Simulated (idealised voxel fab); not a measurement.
process module | voxel transistor to metal
cross-section cut | 205 nm wide | cells 5 nm
A cross-section is a grid of square cells, given in bands from the top down. A band is one or more rows of cells.
Each band's line starts with the height of the band's top and of its bottom, in nm. Then come its materials from left to right, each with its width in nm. One material with "throughout" fills the band from edge to edge. "air" is empty space.
Height 0 is the level under which the wafer as received is all one material. The lowest band goes on downwards, as in "0 down".
A width such as "30 to 40" changes by the same amount from each row of cells to the next, from the band's top row to its bottom row.
"no change" after a step means that no cell of the cross-section changed.
closed voids: empty space of 8 cells or more with no open way to the top, each as width x height at its distance from the left edge, in nm
after a step's settings: what the simulator itself notes on the step
overlay nm, on a step with a mask: how far to the right of its planned place the mask lay; to the left if negative
plan
1 op RECEIVE | material Si
2 op CONFORMAL_DEP | material SiO2 | thk nm 5
3 op CONFORMAL_DEP | material SiN | thk nm 15
4 op MASKED_ETCH | tone cover | mask id ACTIVE | width nm 95 | etch materials SiN | depth nm 15 | overlay nm 0
5 op MASKED_ETCH | tone cover | mask id ACTIVE | width nm 95 | etch materials SiO2 | depth nm 5 | overlay nm 0
6 op MASKED_ETCH | tone cover | mask id ACTIVE | width nm 95 | etch materials Si | depth nm 25 | overlay nm 0
7 op FILL_DEP | material SiO2 | thk nm 15
8 op CMP | height nm 20
9 op SELECTIVE_ETCH | etch materials SiO2 | depth nm 15
10 op STRIP | etch materials SiN
11 op SELECTIVE_ETCH | etch materials SiO2 | depth nm 5
12 op OXIDIZE | depth nm 5
13 op DIRECTIONAL_DEP | material polySi | thk nm 30
14 op DIRECTIONAL_DEP | material SiCN | thk nm 15
15 op DIRECTIONAL_DEP | material aC | thk nm 15
16 op PATTERN | tone cover | mask id GATE | material resist | width nm 15 | thk nm 35 | overlay nm 0
17 op DIRECTIONAL_ETCH | etch materials aC | depth nm 15
18 op STRIP | etch materials resist
19 op DIRECTIONAL_ETCH | etch materials SiCN | depth nm 25
20 op DIRECTIONAL_ETCH | etch materials polySi | depth nm 40
21 op STRIP | etch materials aC
22 op CONFORMAL_DEP | material SiN | thk nm 5
23 op DIRECTIONAL_ETCH | etch materials SiN | depth nm 5
24 op DIRECTIONAL_ETCH | etch materials SiO2 | depth nm 5
25 op DIRECTIONAL_ETCH | etch materials Si | depth nm 15
26 op EPI | material pSi | thk nm 20
27 op FILL_DEP | material SiO2 | thk nm 5
28 op CMP | height nm 45
29 op DIRECTIONAL_DEP | material SiO2 | thk nm 15
30 op PATTERN | tone open | mask id CONTACT | material resist | width nm 20 | pitch nm 65 | thk nm 15 | overlay nm 0
31 op DIRECTIONAL_ETCH | etch materials SiO2 | depth nm 60
32 op STRIP | etch materials resist
33 op CONFORMAL_DEP | material TiN | thk nm 5
34 op FILL_DEP | material W | thk nm 10
35 op CMP | height nm 60
36 op CONFORMAL_DEP | material SiCN | thk nm 5
37 op DIRECTIONAL_DEP | material lowk | thk nm 20
38 op MASKED_ETCH | tone open | mask id METAL_1 | width nm 20 | pitch nm 65 | etch materials lowk | depth nm 20 | overlay nm 0
39 op MASKED_ETCH | tone open | mask id METAL_1 | width nm 20 | pitch nm 65 | etch materials SiCN | depth nm 5 | overlay nm 0
40 op CONFORMAL_DEP | material TiN | thk nm 5
41 op FILL_DEP | material Cu | thk nm 5
42 op CMP | height nm 85
43 op CONFORMAL_DEP | material SiCN | thk nm 5
44 op DIRECTIONAL_DEP | material SiO2 | thk nm 30
45 op PATTERN | tone open | mask id METAL_2_HOLES | material resist | width nm 15 | pitch nm 65 | thk nm 15 | overlay nm 0
46 op DIRECTIONAL_ETCH | etch materials SiO2 | depth nm 30
47 op STRIP | etch materials resist
48 op MASKED_ETCH | tone open | mask id METAL_2 | width nm 20 | pitch nm 65 | etch materials SiO2 | depth nm 15 | overlay nm 0
49 op MASKED_ETCH | tone open | mask id METAL_2 | width nm 20 | pitch nm 65 | etch materials SiCN | depth nm 5 | overlay nm 0
50 op CONFORMAL_DEP | material TiN | thk nm 5
51 op FILL_DEP | material Cu | thk nm 10
52 op CMP | height nm 120
53 op CONFORMAL_DEP | material SiCN | thk nm 5
as received, after step 1
  0 down: Si throughout
  closed voids: none
a wafer at the end: this start, this plan, one mistake
  125 to 120: SiCN throughout
  120 to 110: SiO2 60 | TiN 5 | Cu 10 | TiN 5 | SiO2 45 | TiN 5 | Cu 10 | TiN 5 | SiO2 60
  110 to 105: SiO2 60 | TiN 5 | Cu 5 | TiN 10 | SiO2 45 | TiN 5 | Cu 5 | TiN 10 | SiO2 60
  105 to 90: SiO2 60 | TiN 5 | Cu 5 | TiN 5 | SiO2 50 | TiN 5 | Cu 5 | TiN 5 | SiO2 65
  90 to 85: SiCN 60 | TiN 15 | SiCN 50 | TiN 15 | SiCN 65
  85 to 80: lowk 60 | TiN 5 | Cu 10 | TiN 5 | lowk 45 | TiN 5 | Cu 10 | TiN 5 | lowk 60
  80 to 75: SiCN 60 | TiN 20 | SiCN 45 | TiN 20 | SiCN 60
  75 to 65: W throughout
  65 to 60: TiN 65 | W 10 | TiN 55 | W 10 | TiN 65
  60 to 45: SiO2 60 | TiN 5 | W 10 | TiN 5 | SiO2 45 | TiN 5 | W 10 | TiN 5 | SiO2 60
  45 to 30: SiO2 60 | TiN 5 | W 10 | TiN 5 | SiO2 10 | SiN 5 | SiCN 15 | SiN 5 | SiO2 10 | TiN 5 | W 10 | TiN 5 | SiO2 60
  30 to 20: SiO2 60 | TiN 5 | W 10 | TiN 5 | SiO2 10 | SiN 5 | polySi 15 | SiN 5 | SiO2 10 | TiN 5 | W 10 | TiN 5 | SiO2 60
  20 to 15: SiO2 60 | TiN 20 | SiO2 10 | SiN 5 | polySi 15 | SiN 5 | SiO2 10 | TiN 20 | SiO2 60
  15 to 0: SiO2 60 | TiN 10 | pSi 20 | SiN 5 | polySi 15 | SiN 5 | pSi 20 | TiN 10 | SiO2 60
  0 to -5: SiO2 50 | pSi 40 | SiO2 25 | pSi 40 | SiO2 50
  -5 to -20: SiO2 55 | pSi 35 | Si 25 | pSi 35 | SiO2 55
  -20 to -25: SiO2 55 | Si 95 | SiO2 55
  -25 down: Si throughout
  closed voids: none
what went wrong: step 35 was left out
